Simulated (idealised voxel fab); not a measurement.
process module | voxel ribs on slabs
cross-section cut | 220 nm wide | cells 5 nm
A cross-section is a grid of square cells, given in bands from the top down. A band is one or more rows of cells.
Each band's line starts with the height of the band's top and of its bottom, in nm. Then come its materials from left to right, each with its width in nm. One material with "throughout" fills the band from edge to edge. "air" is empty space.
Height 0 is the level under which the wafer as received is all one material. The lowest band goes on downwards, as in "0 down".
A width such as "30 to 40" changes by the same amount from each row of cells to the next, from the band's top row to its bottom row.
"no change" after a step means that no cell of the cross-section changed.
closed voids: empty space of 8 cells or more with no open way to the top, each as width x height at its distance from the left edge, in nm
after a step's settings: what the simulator itself notes on the step
overlay nm, on a step with a mask: how far to the right of its planned place the mask lay; to the left if negative
plan
1 op RECEIVE | material Si
2 op DIRECTIONAL_DEP | material SiO2 | thk nm 20
3 op DIRECTIONAL_DEP | material polySi | thk nm 20
4 op PATTERN | tone cover | mask id RIB | material resist | width nm 20 | thk nm 20 | overlay nm 0
5 op DIRECTIONAL_ETCH | etch materials polySi | depth nm 5
6 op STRIP | etch materials resist
7 op DIRECTIONAL_DEP | material aC | thk nm 10
8 op PATTERN | tone cover | mask id SLAB | material resist | width nm 70 | thk nm 30 | overlay nm 0
9 op DIRECTIONAL_ETCH | etch materials aC | depth nm 10
10 op STRIP | etch materials resist
11 op DIRECTIONAL_ETCH | etch materials polySi | depth nm 15
12 op STRIP | etch materials aC
13 op FILL_DEP | material SiO2 | thk nm 20
14 op CMP | height nm 55
15 op DIRECTIONAL_DEP | material TiN | thk nm 10
16 op PATTERN | tone cover | mask id HEATER | material resist | width nm 30 | thk nm 15 | overlay nm 0
17 op DIRECTIONAL_ETCH | etch materials TiN | depth nm 10
18 op STRIP | etch materials resist
19 op CONFORMAL_DEP | material SiN | thk nm 5
as received, after step 1
  0 down: Si throughout
  closed voids: none
a wafer at the end: this start, this plan, one mistake
  70 to 65: air 90 | SiN 40 | air 90
  65 to 60: air 90 | SiN 5 | TiN 30 | SiN 5 | air 90
  60 to 55: SiN 95 | TiN 30 | SiN 95
  55 to 40: SiO2 throughout
  40 to 35: SiO2 100 | polySi 20 | SiO2 100
  35 to 20: SiO2 70 | polySi 70 | SiO2 80
  20 to 0: SiO2 throughout
  0 down: Si throughout
  closed voids: none
what went wrong: step 8 ran as: op PATTERN | tone cover | mask id SLAB | material resist | width nm 70 | thk nm 30 | overlay nm -5
